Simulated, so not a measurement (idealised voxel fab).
Process module under the name voxel spacer lines
The cross-section shown here is cut; it is 185 nm wide and divided into square cells measuring 5 nm on a side.
In this document a cross-section is written as a grid of square cells. It is given as a series of bands, listed from the top down, and a band is one or more rows of cells.
Basically the band line says how high the top is and how high the bottom is, in nm, and then what's in it from left to right, every material with its width in nm. Empty space shows up as "blank", and if a single material carries "throughout" it runs the full band edge to edge.
Height is counted from the level 0, under which the received wafer is composed throughout of one material. The lowest of the bands is not closed at the bottom but continues downward, in the notation "0..down".
Top row gets the first number, bottom row gets the second, and each row in between changes by the same step: that is how a band width like "30->40" works.
No cell of the cross-section changed in a step that is given as "no modification".
Any empty space of 8 cells or more lacking an open way to the top shows up in "Unvented cavities" as width x height at distance, distance from the left edge, in nm.
On each step's line, the part that comes after the settings is the simulator's own comment on the step.
overlay nm: on a step with a mask, how far right of its planned place the mask lay; negative means left.

So here's the lineup of process steps we planned:
1,op RECEIVE | material Si
2,op CONFORMAL_DEP | material Al2O3 | thk nm 5
3,op DIRECTIONAL_DEP | material SiN | thk nm 10
4,op DIRECTIONAL_DEP | material polySi | thk nm 30
5,op PATTERN | tone cover | mask id MANDREL | material resist | width nm 15 | pitch nm 50 | thk nm 40 | overlay nm 0
6,op DIRECTIONAL_ETCH | etch materials polySi | depth nm 30
7,op STRIP | etch materials resist
8,op CONFORMAL_DEP | material SiO2 | thk nm 10
9,op DIRECTIONAL_ETCH | etch materials SiO2 | depth nm 10
10,op STRIP | etch materials polySi
11,op DIRECTIONAL_ETCH | etch materials SiN | depth nm 10
12,op STRIP | etch materials SiO2

First of the two wafers, run per plan:

as received, after step 1:
- 0..down  Si throughout
- Unvented cavities: none

Take a look at the wafer's cross-section after step 2:
- 5..0  Al2O3 throughout
- Below 0 it's all the same as before, nothing changed down there.

Take a look at the wafer's cross-section after step 3:
- 15..5  SiN throughout
- Below 5 it's all the same as before, nothing changed down there.

Take a look at the wafer's cross-section after step 4:
- 45..15  polySi throughout
- Below 15 it's all the same as before, nothing changed down there.

Take a look at the wafer's cross-section after step 5:
- 85..45  60 blank / 15 resist / 35 blank / 15 resist / 60 blank
- Below 45 it's all the same as before, nothing changed down there.

Take a look at the wafer's cross-section after step 6:
- 85..45  60 blank / 15 resist / 35 blank / 15 resist / 60 blank
- 45..15  60 blank / 15 polySi / 35 blank / 15 polySi / 60 blank
- Below 15 it's all the same as before, nothing changed down there.

Take a look at the wafer's cross-section after step 7:
- 45..15  60 blank / 15 polySi / 35 blank / 15 polySi / 60 blank
- Below 15 it's all the same as before, nothing changed down there.

Take a look at the wafer's cross-section after step 8:
- 55..45  50 blank / 35 SiO2 / 15 blank / 35 SiO2 / 50 blank
- 45..25  50 blank / 10 SiO2 / 15 polySi / 10 SiO2 / 15 blank / 10 SiO2 / 15 polySi / 10 SiO2 / 50 blank
- 25..15  60 SiO2 / 15 polySi / 35 SiO2 / 15 polySi / 60 SiO2
- Below 15 it's all the same as before, nothing changed down there.

Take a look at the wafer's cross-section after step 9:
- 45..15  50 blank / 10 SiO2 / 15 polySi / 10 SiO2 / 15 blank / 10 SiO2 / 15 polySi / 10 SiO2 / 50 blank
- Below 15 it's all the same as before, nothing changed down there.

Take a look at the wafer's cross-section after step 10:
- 45..15  50 blank / 10 SiO2 / 15 blank / 10 SiO2 / 15 blank / 10 SiO2 / 15 blank / 10 SiO2 / 50 blank
- Below 15 it's all the same as before, nothing changed down there.

Take a look at the wafer's cross-section after step 11:
- 45..15  50 blank / 10 SiO2 / 15 blank / 10 SiO2 / 15 blank / 10 SiO2 / 15 blank / 10 SiO2 / 50 blank
- 15..5  50 blank / 10 SiN / 15 blank / 10 SiN / 15 blank / 10 SiN / 15 blank / 10 SiN / 50 blank
- Below 5 it's all the same as before, nothing changed down there.

Take a look at the wafer's cross-section after step 12:
- 15..5  50 blank / 10 SiN / 15 blank / 10 SiN / 15 blank / 10 SiN / 15 blank / 10 SiN / 50 blank
- Below 5 it's all the same as before, nothing changed down there.

Second wafer, same starting conditions and recipe as the first, one mistake in executing it, nothing differs from the first up to and including step 3:

Second wafer, cut view, end of step 4 per plan:
- 45..5  SiN throughout
- Below 5 it's all the same as before, nothing changed down there.

Second wafer, cut view, end of step 5 per plan:
- 85..45  60 blank / 15 resist / 35 blank / 15 resist / 60 blank
- Below 45 it's all the same as before, nothing changed down there.

Second wafer, cut view, end of step 6 per plan: no modification

Second wafer, cut view, end of step 7 per plan:
- 45..5  SiN throughout
- Below 5 it's all the same as before, nothing changed down there.

Second wafer, cut view, end of step 8 per plan:
- 55..45  SiO2 throughout
- Below 45 it's all the same as before, nothing changed down there.

Second wafer, cut view, end of step 9 per plan:
- 45..5  SiN throughout
- Below 5 it's all the same as before, nothing changed down there.

Second wafer, cut view, end of step 10 per plan: no modification

Second wafer, cut view, end of step 11 per plan:
- 35..5  SiN throughout
- Below 5 it's all the same as before, nothing changed down there.

Second wafer, cut view, end of step 12 per plan: no modification
What was the processing mistake? not per plan at step 4, really ran op DIRECTIONAL_DEP | material SiN | thk nm 30
Heads up, by the end the second wafer has more or fewer cells of some materials compared to the first: SiN: 206 more
